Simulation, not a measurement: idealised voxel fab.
process module | voxel gate over fins
cross-section cut | 290 nm wide | cells 5 nm
A cross-section is a grid of square cells, given in bands from the top down. A band is one or more rows of cells.
Each band's line starts with the height of the band's top and of its bottom, in nm. Then come its materials from left to right, each with its width in nm. One material with "throughout" fills the band from edge to edge. "air" is empty space.
Height 0 is the level under which the wafer as received is all one material. The lowest band goes on downwards, as in "0 down".
A width such as "30 to 40" changes by the same amount from each row of cells to the next, from the band's top row to its bottom row.
"no change" after a step means that no cell of the cross-section changed.
closed voids: empty space of 8 cells or more with no open way to the top, each as width x height at its distance from the left edge, in nm
after a step's settings: what the simulator itself notes on the step
overlay nm, on a step with a mask: how far to the right of its planned place the mask lay; to the left if negative
plan
1 op RECEIVE | material Si
2 op CONFORMAL_DEP | material SiN | thk nm 5
3 op MASKED_ETCH | tone cover | mask id FINS | width nm 15 | pitch nm 40 | etch materials SiN | depth nm 5 | overlay nm 0
4 op MASKED_ETCH | tone cover | mask id FINS | width nm 15 | pitch nm 40 | etch materials Si | depth nm 30 | overlay nm 0
5 op FILL_DEP | material SiO2 | thk nm 10
6 op CMP | height nm 5
7 op SELECTIVE_ETCH | etch materials SiO2 | depth nm 15
8 op STRIP | etch materials SiN
9 op CONFORMAL_DEP | material HfO2 | thk nm 5
10 op CONFORMAL_DEP | material TiN | thk nm 5
11 op CONFORMAL_DEP | material TiAl | thk nm 5
12 op CONFORMAL_DEP | material TiN | thk nm 5
13 op FILL_DEP | material W | thk nm 10
14 op CMP | height nm 25
15 op CONFORMAL_DEP | material SiCN | thk nm 10
as received, after step 1
  0 down: Si throughout
  closed voids: none
a wafer at the end: this start, this plan, one mistake
  35 to 25: SiCN throughout
  25 to 20: W throughout
  20 to 15: W 95 | TiN 95 | W 100
  15 to 10: W 95 | TiN 5 | TiAl 85 | TiN 5 | W 100
  10 to 5: TiN 100 | TiAl 5 | HfO2 35 | TiAl 5 | HfO2 35 | TiAl 5 | TiN 105
  5 to 0: TiAl 105 | HfO2 5 | TiN 25 | HfO2 5 | TiAl 5 | HfO2 5 | TiN 25 | HfO2 5 | TiAl 110
  0 to -5: HfO2 110 | TiN 5 | Si 15 | TiN 5 | HfO2 15 | TiN 5 | Si 15 | TiN 5 | HfO2 115
  -5 to -10: TiN 115 | Si 15 | TiN 25 | Si 15 | TiN 120
  -10 to -30: SiO2 115 | Si 15 | SiO2 25 | Si 15 | SiO2 120
  -30 down: Si throughout
  closed voids: none
what went wrong: steps 9 and 10 were swapped
